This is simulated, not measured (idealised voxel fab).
Herein follows the process module entitled voxel capacitor over wiring.
In the cross-section labelled cut, the width is 295 nm and each square cell is 5 nm.
Each cross-section below is a grid of square cells, stated as bands in top-down order, with one or more rows of cells making up each band.
Top height, bottom height, nm. Materials left to right, width each, nm. Single material + "throughout" = fills band edge to edge. "air" = empty.
Heads up on the height convention: 0 is the point under which the incoming wafer is all one material, and the lowest band has no bottom, it just keeps going down, like "0..down".
So if you see something like "30->40" for the width, read it as the top row of the band sitting at the first number and the bottom row at the second, with every row in between moving by the same amount as the last.
You'll sometimes find "no change" written for a step, and that's the way of saying that nowhere in the cross-section did a cell change during that step.
"Enclosed void catalog" lists enclosed empty spaces (at least 8 cells, no open path upward to the top), each as width x height at distance from the left edge, in nm.
Formally, on a step line, whatever follows the settings is a remark that the simulator itself makes on the step.
A step line may carry the setting "overlay nm", which, for steps involving a mask, states the distance by which the mask lay to the right of its intended position; negative values denote displacement to the left.

# Steps in the process plan
| 1 | RECEIVE, material Si |
| 2 | CONFORMAL_DEP, material SiO2, thk nm 10 |
| 3 | CONFORMAL_DEP, material SiCN, thk nm 5 |
| 4 | DIRECTIONAL_DEP, material SiO2, thk nm 25 |
| 5 | PATTERN, tone open, mask id METAL_1, material resist, width nm 30, pitch nm 85, thk nm 20, overlay nm 0 |
| 6 | DIRECTIONAL_ETCH, etch materials SiO2, depth nm 25 |
| 7 | DIRECTIONAL_ETCH, etch materials SiCN, depth nm 5 |
| 8 | STRIP, etch materials resist |
| 9 | CONFORMAL_DEP, material TiN, thk nm 5 |
| 10 | FILL_DEP, material W, thk nm 5 |
| 11 | CMP, height nm 40 |
| 12 | CONFORMAL_DEP, material SiCN, thk nm 5 |
| 13 | DIRECTIONAL_DEP, material SiO2, thk nm 10 |
| 14 | PATTERN, tone open, mask id PLUG_1, material resist, width nm 15, thk nm 15, overlay nm 0 |
| 15 | DIRECTIONAL_ETCH, etch materials SiO2, depth nm 10 |
| 16 | DIRECTIONAL_ETCH, etch materials SiCN, depth nm 5 |
| 17 | STRIP, etch materials resist |
| 18 | CONFORMAL_DEP, material TiN, thk nm 5 |
| 19 | FILL_DEP, material W, thk nm 5 |
| 20 | CMP, height nm 55 |
| 21 | DIRECTIONAL_DEP, material TiN, thk nm 10 |
| 22 | DIRECTIONAL_DEP, material Al2O3, thk nm 5 |
| 23 | DIRECTIONAL_DEP, material TiN, thk nm 10 |
| 24 | MASKED_ETCH, tone cover, mask id UPPER_PLATE, width nm 60, etch materials TiN, depth nm 10, overlay nm 0 |
| 25 | MASKED_ETCH, tone cover, mask id UPPER_PLATE, width nm 60, etch materials Al2O3, depth nm 5, overlay nm 0 |
| 26 | MASKED_ETCH, tone cover, mask id LOWER_PLATE, width nm 70, etch materials TiN, depth nm 10, overlay nm 0 |
| 27 | FILL_DEP, material SiO2, thk nm 15 |
| 28 | CMP, height nm 90 |
| 29 | PATTERN, tone open, mask id PLUG_2, material resist, width nm 15, thk nm 15, overlay nm 0 |
| 30 | DIRECTIONAL_ETCH, etch materials SiO2, depth nm 10 |
| 31 | STRIP, etch materials resist |
| 32 | CONFORMAL_DEP, material TiN, thk nm 5 |
| 33 | FILL_DEP, material Cu, thk nm 5 |
| 34 | CMP, height nm 90 |
| 35 | CONFORMAL_DEP, material SiN, thk nm 5 |

# as received, after step 1
0..down = Si throughout
Enclosed void catalog: none

# Cross-section, end of module. Start: as above. Plan: as above. Execution: one mistake
95..90 = SiN throughout
90..85 = SiO2=115; TiN=5; Cu=5; TiN=5; SiO2=165
85..80 = SiO2=115; TiN=15; SiO2=165
80..70 = SiO2=105; TiN=60; SiO2=130
70..65 = SiO2=105; Al2O3=60; SiO2=130
65..55 = SiO2=100; TiN=70; SiO2=125
55..50 = SiCN=105; TiN=15; SiCN=175
50..40 = SiO2 throughout
40..15 = SiO2=90; TiN=5; W=20; TiN=5; SiO2=55; TiN=5; W=20; TiN=5; SiO2=90
15..10 = SiCN=90; TiN=30; SiCN=55; TiN=30; SiCN=90
10..0 = SiO2 throughout
0..down = Si throughout
Enclosed void catalog: none
Finding, execution versus plan: contrary to the plan, steps 12 and 13 were processed in exchanged order
